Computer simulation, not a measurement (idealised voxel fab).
Process module heading - voxel trench capacitor
This is section cut - it's 290 nm across, gridded in 5 nm square cells.
When this document writes out a cross-section, it uses a grid of square cells and lists it as bands, beginning at the top and moving down, with a band standing for one or more rows of cells.
Top height, bottom height, nm. Materials left to right, width each, nm. Single material + "throughout" = fills band edge to edge. "air" = empty.
Beneath 0, the wafer as received is one material, and that level is where height counting begins. The lowest band goes on downward without a bottom; it is written like "top 0, no bottom".
Quick explanation for "30 to 40": the width changes in equal steps down the rows of cells, from the first number in the band's top row to the second number in its bottom row.
No cell of the cross-section changed in a step that is given as "all unchanged".
Reported under the label "Cavities, closed" are the empty spaces having no open way to the top and comprising 8 cells or more; the notation for each is width x height at distance, in which the distance is measured from the left edge and all three values are in nm.
Step line, after settings: the simulator's comment on this step.
Regarding "overlay nm": on a step with a mask, it is the distance the mask lay to the right of its planned place; a negative value places it to the left.

These are the steps we planned for the process
1,RECEIVE | material Si
2,CONFORMAL_DEP | material SiN | thk nm 5
3,DIRECTIONAL_DEP | material aC | thk nm 10
4,PATTERN | tone open | mask id TRENCH | material resist | width nm 30 | pitch nm 55 | thk nm 25 | overlay nm 0
5,DIRECTIONAL_ETCH | etch materials aC | depth nm 10
6,STRIP | etch materials resist
7,DIRECTIONAL_ETCH | etch materials SiN | depth nm 5
8,DIRECTIONAL_ETCH | etch materials Si | depth nm 40
9,STRIP | etch materials aC
10,CONFORMAL_DEP | material HfO2 | thk nm 5
11,CONFORMAL_DEP | material TiN | thk nm 5
12,FILL_DEP | material W | thk nm 5
13,CMP | height nm 5

As received (post step 1): cross-section
top 0, no bottom | Si throughout
Cavities, closed: none

End state of the module in cross-section, given the above starting point and plan and one mistake in execution
top 20, bottom 15 | W throughout
top 15, bottom 10 | 55 of TiN  10 of W  45 of TiN  10 of W  45 of TiN  10 of W  45 of TiN  10 of W  60 of TiN
top 10, bottom 5 | 50 of HfO2  5 of TiN  10 of W  5 of TiN  35 of HfO2  5 of TiN  10 of W  5 of TiN  35 of HfO2  5 of TiN  10 of W  5 of TiN  35 of HfO2  5 of TiN  10 of W  5 of TiN  55 of HfO2
top 5, bottom 0 | 45 of SiN  5 of HfO2  5 of TiN  10 of W  5 of TiN  5 of HfO2  25 of SiN  5 of HfO2  5 of TiN  10 of W  5 of TiN  5 of HfO2  25 of SiN  5 of HfO2  5 of TiN  10 of W  5 of TiN  5 of HfO2  25 of SiN  5 of HfO2  5 of TiN  10 of W  5 of TiN  5 of HfO2  50 of SiN
top 0, bottom -30 | 45 of Si  5 of HfO2  5 of TiN  10 of W  5 of TiN  5 of HfO2  25 of Si  5 of HfO2  5 of TiN  10 of W  5 of TiN  5 of HfO2  25 of Si  5 of HfO2  5 of TiN  10 of W  5 of TiN  5 of HfO2  25 of Si  5 of HfO2  5 of TiN  10 of W  5 of TiN  5 of HfO2  50 of Si
top -30, bottom -35 | 45 of Si  5 of HfO2  20 of TiN  5 of HfO2  25 of Si  5 of HfO2  20 of TiN  5 of HfO2  25 of Si  5 of HfO2  20 of TiN  5 of HfO2  25 of Si  5 of HfO2  20 of TiN  5 of HfO2  50 of Si
top -35, bottom -40 | 45 of Si  30 of HfO2  25 of Si  30 of HfO2  25 of Si  30 of HfO2  25 of Si  30 of HfO2  50 of Si
top -40, no bottom | Si throughout
Cavities, closed: none
What went wrong in running the wafer? the plan's step 13 went unexecuted, having been skipped
